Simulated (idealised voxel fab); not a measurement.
Process module name: voxel wiring stack
It is cross-section cut that appears here, measuring 265 nm in width, its square cells being 5 nm in size.
Notation: cross-section as square-cell grid; stated in bands, top first, going down; one or more cell rows per band.
Basically the band line says how high the top is and how high the bottom is, in nm, and then what's in it from left to right, every material with its width in nm. Empty space shows up as "air", and if a single material carries "everywhere" it runs the full band edge to edge.
Below 0: as-received wafer, all one material; heights counted from there. Lowest band: no bottom, goes on down, written "top 0, no bottom".
Width "30..40": first value at the band's top row of cells, second value at its bottom row, equal change from row to row.
Reading "everything unchanged" for a step: not a cell of the cross-section changed in it.
Empty spaces without an open route to the top, at least 8 cells in extent, make up the entry "Voids, sealed"; each is given as width x height at distance, where the distance is measured from the left edge, and all are in nm.
The remark found on a step's line after its settings is issued by the simulator itself and pertains to that step.
The optional step-line setting "overlay nm" applies to steps with a mask and quantifies how far to the right of its planned location the mask lay, a negative value indicating leftward placement.
THE FOLLOWING LIST GIVES THE PLANNED PROCESS STEPS
1) RECEIVE: material Si
2) CONFORMAL_DEP: material SiO2, thk nm 15
3) CONFORMAL_DEP: material SiN, thk nm 5
4) DIRECTIONAL_DEP: material lowk, thk nm 15
5) PATTERN: tone open, mask id METAL_1, material resist, width nm 25, pitch nm 45, thk nm 15, overlay nm 0
6) DIRECTIONAL_ETCH: etch materials lowk, depth nm 15
7) DIRECTIONAL_ETCH: etch materials SiN, depth nm 5
8) STRIP: etch materials resist
9) CONFORMAL_DEP: material TiN, thk nm 5
10) FILL_DEP: material Cu, thk nm 5
11) CMP: height nm 25
12) EPI: material Ru, thk nm 5
13) FILL_DEP: material SiCN, thk nm 5
14) DIRECTIONAL_DEP: material SiO2, thk nm 10
15) MASKED_ETCH: tone open, mask id PLUG_1, width nm 15, pitch nm 90, etch materials SiO2, depth nm 10, overlay nm 0
16) MASKED_ETCH: tone open, mask id PLUG_1, width nm 15, pitch nm 90, etch materials SiCN, depth nm 5, overlay nm 0
17) EPI: material Ru, thk nm 10
18) EPI: material Ru, thk nm 5
19) CONFORMAL_DEP: material SiN, thk nm 5
20) DIRECTIONAL_DEP: material SiO2, thk nm 20
21) MASKED_ETCH: tone open, mask id METAL_2, width nm 25, pitch nm 45, etch materials SiO2, depth nm 20, overlay nm 0
22) MASKED_ETCH: tone open, mask id METAL_2, width nm 25, pitch nm 45, etch materials SiN, depth nm 5, overlay nm 0
23) CONFORMAL_DEP: material TiN, thk nm 5
24) FILL_DEP: material Cu, thk nm 10
25) CMP: height nm 80
26) CONFORMAL_DEP: material SiCN, thk nm 5
27) DIRECTIONAL_DEP: material SiO2, thk nm 25
28) DIRECTIONAL_DEP: material aC, thk nm 10
29) PATTERN: tone open, mask id METAL_3, material resist, width nm 25, pitch nm 45, thk nm 30, overlay nm 0
30) DIRECTIONAL_ETCH: etch materials aC, depth nm 10
31) STRIP: etch materials resist
32) DIRECTIONAL_ETCH: etch materials SiO2, depth nm 15
33) STRIP: etch materials aC
34) DIRECTIONAL_DEP: material aC, thk nm 10
35) PATTERN: tone open, mask id METAL_3_HOLES, material resist, width nm 15, pitch nm 45, thk nm 30, overlay nm 0
36) DIRECTIONAL_ETCH: etch materials aC, depth nm 10
37) STRIP: etch materials resist
38) DIRECTIONAL_ETCH: etch materials SiO2, depth nm 10
39) DIRECTIONAL_ETCH: etch materials SiCN, depth nm 5
40) STRIP: etch materials aC
41) CONFORMAL_DEP: material TiN, thk nm 5
42) FILL_DEP: material Cu, thk nm 10
43) CMP: height nm 110
44) CONFORMAL_DEP: material SiCN, thk nm 5
45) DIRECTIONAL_DEP: material SiO2, thk nm 30
46) DIRECTIONAL_DEP: material aC, thk nm 10
47) PATTERN: tone open, mask id METAL_4_HOLES, material resist, width nm 15, pitch nm 90, thk nm 25, overlay nm 0
48) DIRECTIONAL_ETCH: etch materials aC, depth nm 10
49) STRIP: etch materials resist
50) DIRECTIONAL_ETCH: etch materials SiO2, depth nm 30
51) STRIP: etch materials aC
52) MASKED_ETCH: tone open, mask id METAL_4, width nm 25, pitch nm 45, etch materials SiO2, depth nm 20, overlay nm 0
53) MASKED_ETCH: tone open, mask id METAL_4, width nm 25, pitch nm 45, etch materials SiCN, depth nm 5, overlay nm 0
54) CONFORMAL_DEP: material TiN, thk nm 5
55) FILL_DEP: material Ru, thk nm 10
56) CMP: height nm 145
57) CONFORMAL_DEP: material SiCN, thk nm 5
For this document, wafers share an identical start and vary in the step 11 height nm; the plan quotes the first wafer's value.
CROSS-SECTION OF THE FIRST OF SEVERAL RECEIVED WAFERS, SHOWING ITS STATE AFTER STEP 1
  top 0, no bottom: Si everywhere
  Voids, sealed: none
WAFER CROSS-SECTION (FIRST OF SEVERAL) - MODULE END, POST STEP 57 (LAST STEP)
  top 150, bottom 145: SiCN everywhere
  top 145, bottom 130: SiO2=50, then TiN=5, then Ru=15, then TiN=5, then SiO2=20, then TiN=5, then Ru=15, then TiN=5, then SiO2=20, then TiN=5, then Ru=15, then TiN=5, then SiO2=20, then TiN=5, then Ru=15, then TiN=5, then SiO2=55
  top 130, bottom 125: SiO2=50, then TiN=5, then Ru=5, then TiN=15, then SiO2=20, then TiN=25, then SiO2=20, then TiN=5, then Ru=5, then TiN=15, then SiO2=20, then TiN=25, then SiO2=55
  top 125, bottom 115: SiO2=50, then TiN=5, then Ru=5, then TiN=5, then SiO2=75, then TiN=5, then Ru=5, then TiN=5, then SiO2=110
  top 115, bottom 110: SiCN=50, then TiN=15, then SiCN=75, then TiN=15, then SiCN=110
  top 110, bottom 100: SiO2=50, then TiN=5, then Cu=15, then TiN=5, then SiO2=20, then TiN=5, then Cu=15, then TiN=5, then SiO2=20, then TiN=5, then Cu=15, then TiN=5, then SiO2=20, then TiN=5, then Cu=15, then TiN=5, then SiO2=55
  top 100, bottom 95: SiO2=50, then TiN=5, then Cu=5, then TiN=15, then SiO2=20, then TiN=5, then Cu=5, then TiN=15, then SiO2=20, then TiN=5, then Cu=5, then TiN=15, then SiO2=20, then TiN=5, then Cu=5, then TiN=15, then SiO2=55
  top 95, bottom 85: SiO2=50, then TiN=5, then Cu=5, then TiN=5, then SiO2=30, then TiN=5, then Cu=5, then TiN=5, then SiO2=30, then TiN=5, then Cu=5, then TiN=5, then SiO2=30, then TiN=5, then Cu=5, then TiN=5, then SiO2=65
  top 85, bottom 80: SiCN=50, then TiN=15, then SiCN=30, then TiN=15, then SiCN=30, then TiN=15, then SiCN=30, then TiN=15, then SiCN=65
  top 80, bottom 75: Cu everywhere
  top 75, bottom 70: TiN=55, then Cu=15, then TiN=30, then Cu=15, then TiN=30, then Cu=15, then TiN=30, then Cu=15, then TiN=60
  top 70, bottom 50: SiO2=50, then TiN=5, then Cu=15, then TiN=5, then SiO2=20, then TiN=5, then Cu=15, then TiN=5, then SiO2=20, then TiN=5, then Cu=15, then TiN=5, then SiO2=20, then TiN=5, then Cu=15, then TiN=5, then SiO2=55
  top 50, bottom 45: SiN=50, then TiN=25, then SiN=20, then TiN=25, then SiN=20, then TiN=25, then SiN=20, then TiN=25, then SiN=55
  top 45, bottom 35: SiO2=50, then Ru=15, then SiO2=75, then Ru=15, then SiO2=110
  top 35, bottom 30: SiCN=50, then Ru=15, then SiCN=75, then Ru=15, then SiCN=110
  top 30, bottom 25: SiCN=45, then Ru=35, then SiCN=10, then Ru=35, then SiCN=10, then Ru=35, then SiCN=10, then Ru=35, then SiCN=50
  top 25, bottom 20: lowk=50, then TiN=5, then Cu=15, then TiN=5, then lowk=20, then TiN=5, then Cu=15, then TiN=5, then lowk=20, then TiN=5, then Cu=15, then TiN=5, then lowk=20, then TiN=5, then Cu=15, then TiN=5, then lowk=55
  top 20, bottom 15: SiN=50, then TiN=25, then SiN=20, then TiN=25, then SiN=20, then TiN=25, then SiN=20, then TiN=25, then SiN=55
  top 15, bottom 0: SiO2 everywhere
  top 0, no bottom: Si everywhere
  Voids, sealed: none
X-SECTION, LAST WAFER, MODULE END
  top 150, bottom 145: SiCN everywhere
  top 145, bottom 130: SiO2=50, then TiN=5, then Ru=15, then TiN=5, then SiO2=20, then TiN=5, then Ru=15, then TiN=5, then SiO2=20, then TiN=5, then Ru=15, then TiN=5, then SiO2=20, then TiN=5, then Ru=15, then TiN=5, then SiO2=55
  top 130, bottom 125: SiO2=50, then TiN=5, then Ru=5, then TiN=15, then SiO2=20, then TiN=25, then SiO2=20, then TiN=5, then Ru=5, then TiN=15, then SiO2=20, then TiN=25, then SiO2=55
  top 125, bottom 115: SiO2=50, then TiN=5, then Ru=5, then TiN=5, then SiO2=75, then TiN=5, then Ru=5, then TiN=5, then SiO2=110
  top 115, bottom 110: SiCN=50, then TiN=15, then SiCN=75, then TiN=15, then SiCN=110
  top 110, bottom 100: SiO2=50, then TiN=5, then Cu=15, then TiN=5, then SiO2=20, then TiN=5, then Cu=15, then TiN=5, then SiO2=20, then TiN=5, then Cu=15, then TiN=5, then SiO2=20, then TiN=5, then Cu=15, then TiN=5, then SiO2=55
  top 100, bottom 95: SiO2=50, then TiN=5, then Cu=5, then TiN=15, then SiO2=20, then TiN=5, then Cu=5, then TiN=15, then SiO2=20, then TiN=5, then Cu=5, then TiN=15, then SiO2=20, then TiN=5, then Cu=5, then TiN=15, then SiO2=55
  top 95, bottom 85: SiO2=50, then TiN=5, then Cu=5, then TiN=5, then SiO2=30, then TiN=5, then Cu=5, then TiN=5, then SiO2=30, then TiN=5, then Cu=5, then TiN=5, then SiO2=30, then TiN=5, then Cu=5, then TiN=5, then SiO2=65
  top 85, bottom 80: SiCN=50, then TiN=15, then SiCN=30, then TiN=15, then SiCN=30, then TiN=15, then SiCN=30, then TiN=15, then SiCN=65
  top 80, bottom 70: SiO2=50, then TiN=5, then Cu=15, then TiN=5, then SiO2=20, then TiN=5, then Cu=15, then TiN=5, then SiO2=20, then TiN=5, then Cu=15, then TiN=5, then SiO2=20, then TiN=5, then Cu=15, then TiN=5, then SiO2=55
  top 70, bottom 65: SiN=50, then TiN=25, then SiN=20, then TiN=25, then SiN=20, then TiN=25, then SiN=20, then TiN=25, then SiN=55
  top 65, bottom 55: SiO2=50, then Ru=15, then SiO2=75, then Ru=15, then SiO2=110
  top 55, bottom 50: SiCN=50, then Ru=15, then SiCN=75, then Ru=15, then SiCN=110
  top 50, bottom 45: Ru everywhere
  top 45, bottom 40: Cu everywhere
  top 40, bottom 35: TiN=55, then Cu=15, then TiN=30, then Cu=15, then TiN=30, then Cu=15, then TiN=30, then Cu=15, then TiN=60
  top 35, bottom 20: lowk=50, then TiN=5, then Cu=15, then TiN=5, then lowk=20, then TiN=5, then Cu=15, then TiN=5, then lowk=20, then TiN=5, then Cu=15, then TiN=5, then lowk=20, then TiN=5, then Cu=15, then TiN=5, then lowk=55
  top 20, bottom 15: SiN=50, then TiN=25, then SiN=20, then TiN=25, then SiN=20, then TiN=25, then SiN=20, then TiN=25, then SiN=55
  top 15, bottom 0: SiO2 everywhere
  top 0, no bottom: Si everywhere
  Voids, sealed: none
SO IN THIS TABLE EVERY WAFER GETS ITS OWN ROW, AND WHAT YOU SEE IS WHERE IT STANDS AT THE END OF THE MODULE: FOR EACH MATERIAL, HOW MANY CELLS IT PICKED UP (+) OR GAVE UP (-) SINCE WE RECEIVED IT, AND AFTER THAT ITS CLOSED VOIDS
height nm 25; +161 Cu; +88 Ru; +213 SiCN; +66 SiN; +792 SiO2; +237 TiN; +33 lowk; Voids, sealed: none
height nm 30; +120 Cu; +88 Ru; +213 SiCN; +66 SiN; +792 SiO2; +245 TiN; +66 lowk; Voids, sealed: none
height nm 35; +120 Cu; +88 Ru; +213 SiCN; +66 SiN; +792 SiO2; +212 TiN; +99 lowk; Voids, sealed: none
height nm 40; +120 Cu; +113 Ru; +188 SiCN; +66 SiN; +759 SiO2; +245 TiN; +99 lowk; Voids, sealed: none
height nm 45; +161 Cu; +113 Ru; +188 SiCN; +66 SiN; +726 SiO2; +237 TiN; +99 lowk; Voids, sealed: none
